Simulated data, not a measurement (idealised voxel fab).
process module | voxel released beams
cross-section cut | 290 nm wide | cells 5 nm
A cross-section is a grid of square cells, given in bands from the top down. A band is one or more rows of cells.
Each band's line starts with the height of the band's top and of its bottom, in nm. Then come its materials from left to right, each with its width in nm. One material with "throughout" fills the band from edge to edge. "air" is empty space.
Height 0 is the level under which the wafer as received is all one material. The lowest band goes on downwards, as in "0 down".
A width such as "30 to 40" changes by the same amount from each row of cells to the next, from the band's top row to its bottom row.
"no change" after a step means that no cell of the cross-section changed.
closed voids: empty space of 8 cells or more with no open way to the top, each as width x height at its distance from the left edge, in nm
after a step's settings: what the simulator itself notes on the step
overlay nm, on a step with a mask: how far to the right of its planned place the mask lay; to the left if negative
plan
1 op RECEIVE | material Si
2 op CONFORMAL_DEP | material SiN | thk nm 10
3 op DIRECTIONAL_DEP | material SiO2 | thk nm 10
4 op PATTERN | tone open | mask id ANCHOR | material resist | width nm 45 | thk nm 15 | overlay nm 0
5 op DIRECTIONAL_ETCH | etch materials SiO2 | depth nm 10
6 op STRIP | etch materials resist
7 op CONFORMAL_DEP | material polySi | thk nm 15
8 op MASKED_ETCH | tone cover | mask id BEAM | width nm 105 | etch materials polySi | depth nm 15 | overlay nm 0
9 op STRIP | etch materials SiO2
as received, after step 1
  0 down: Si throughout
  closed voids: none
first wafer at the end, as planned
  35 to 25: air 90 | polySi 20 | air 15 | polySi 70 | air 95
  25 to 20: air 90 | polySi 105 | air 95
  20 to 10: air 95 | polySi 45 | air 150
  10 to 0: SiN throughout
  0 down: Si throughout
  closed voids: none
second wafer at the end: like start, like plan, one mistake
  30 to 25: air 90 | polySi 20 | air 15 | polySi 70 | air 95
  25 to 15: air 90 | polySi 105 | air 95
  15 to 10: air 95 | polySi 45 | air 150
  10 to 0: SiN throughout
  0 down: Si throughout
  closed voids: none
what went wrong: step 3 ran as: op DIRECTIONAL_DEP | material SiO2 | thk nm 5
at the end the second wafer has, in cells: 6 fewer of polySi
